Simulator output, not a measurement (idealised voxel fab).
process module | voxel wiring stack
cross-section cut | 285 nm wide | cells 5 nm
A cross-section is a grid of square cells, given in bands from the top down. A band is one or more rows of cells.
Each band's line starts with the height of the band's top and of its bottom, in nm. Then come its materials from left to right, each with its width in nm. One material with "throughout" fills the band from edge to edge. "air" is empty space.
Height 0 is the level under which the wafer as received is all one material. The lowest band goes on downwards, as in "0 down".
A width such as "30 to 40" changes by the same amount from each row of cells to the next, from the band's top row to its bottom row.
"no change" after a step means that no cell of the cross-section changed.
closed voids: empty space of 8 cells or more with no open way to the top, each as width x height at its distance from the left edge, in nm
after a step's settings: what the simulator itself notes on the step
overlay nm, on a step with a mask: how far to the right of its planned place the mask lay; to the left if negative
plan
1 op RECEIVE | material Si
2 op CONFORMAL_DEP | material SiO2 | thk nm 15
3 op CONFORMAL_DEP | material SiCN | thk nm 5
4 op DIRECTIONAL_DEP | material SiO2 | thk nm 25
5 op PATTERN | tone open | mask id METAL_1 | material resist | width nm 25 | pitch nm 45 | thk nm 20 | overlay nm 0
6 op DIRECTIONAL_ETCH | etch materials SiO2 | depth nm 25
7 op DIRECTIONAL_ETCH | etch materials SiCN | depth nm 5
8 op STRIP | etch materials resist
9 op CONFORMAL_DEP | material TiN | thk nm 5
10 op FILL_DEP | material Cu | thk nm 10
11 op CMP | height nm 45
12 op CONFORMAL_DEP | material SiCN | thk nm 5
13 op DIRECTIONAL_DEP | material lowk | thk nm 35
14 op PATTERN | tone open | mask id METAL_2 | material resist | width nm 25 | pitch nm 45 | thk nm 15 | overlay nm 0
15 op DIRECTIONAL_ETCH | etch materials lowk | depth nm 20
16 op STRIP | etch materials resist
17 op MASKED_ETCH | tone open | mask id METAL_2_HOLES | width nm 15 | etch materials lowk | depth nm 15 | overlay nm 0
18 op MASKED_ETCH | tone open | mask id METAL_2_HOLES | width nm 15 | etch materials SiCN | depth nm 5 | overlay nm 0
19 op CONFORMAL_DEP | material TiN | thk nm 5
20 op FILL_DEP | material Ru | thk nm 10
21 op CMP | height nm 85
22 op CONFORMAL_DEP | material SiN | thk nm 5
as received, after step 1
  0 down: Si throughout
  closed voids: none
first wafer at the end, as planned
  90 to 85: SiN throughout
  85 to 70: lowk 105 | TiN 5 | Ru 15 | TiN 5 | lowk 20 | TiN 5 | Ru 15 | TiN 5 | lowk 110
  70 to 65: lowk 105 | TiN 5 | Ru 5 | TiN 15 | lowk 20 | TiN 25 | lowk 110
  65 to 50: lowk 105 | TiN 5 | Ru 5 | TiN 5 | lowk 165
  50 to 45: SiCN 105 | TiN 15 | SiCN 165
  45 to 20: SiO2 105 | TiN 5 | Cu 15 | TiN 5 | SiO2 20 | TiN 5 | Cu 15 | TiN 5 | SiO2 110
  20 to 15: SiCN 105 | TiN 25 | SiCN 20 | TiN 25 | SiCN 110
  15 to 0: SiO2 throughout
  0 down: Si throughout
  closed voids: none
second wafer at the end: like start, like plan, one mistake
  90 to 85: SiN throughout
  85 to 70: lowk 105 | TiN 5 | Ru 15 | TiN 5 | lowk 20 | TiN 5 | Ru 15 | TiN 5 | lowk 110
  70 to 65: lowk 105 | TiN 5 | Ru 5 | TiN 15 | lowk 20 | TiN 25 | lowk 110
  65 to 50: lowk 105 | TiN 5 | Ru 5 | TiN 5 | lowk 165
  50 to 45: SiCN 105 | TiN 15 | SiCN 165
  45 to 40: SiCN 105 | TiN 25 | SiCN 20 | TiN 25 | SiCN 110
  40 to 0: SiO2 throughout
  0 down: Si throughout
  closed voids: none
what went wrong: steps 3 and 4 were swapped
at the end the second wafer has, in cells: 30 fewer of Cu | 50 more of SiO2 | 20 fewer of TiN
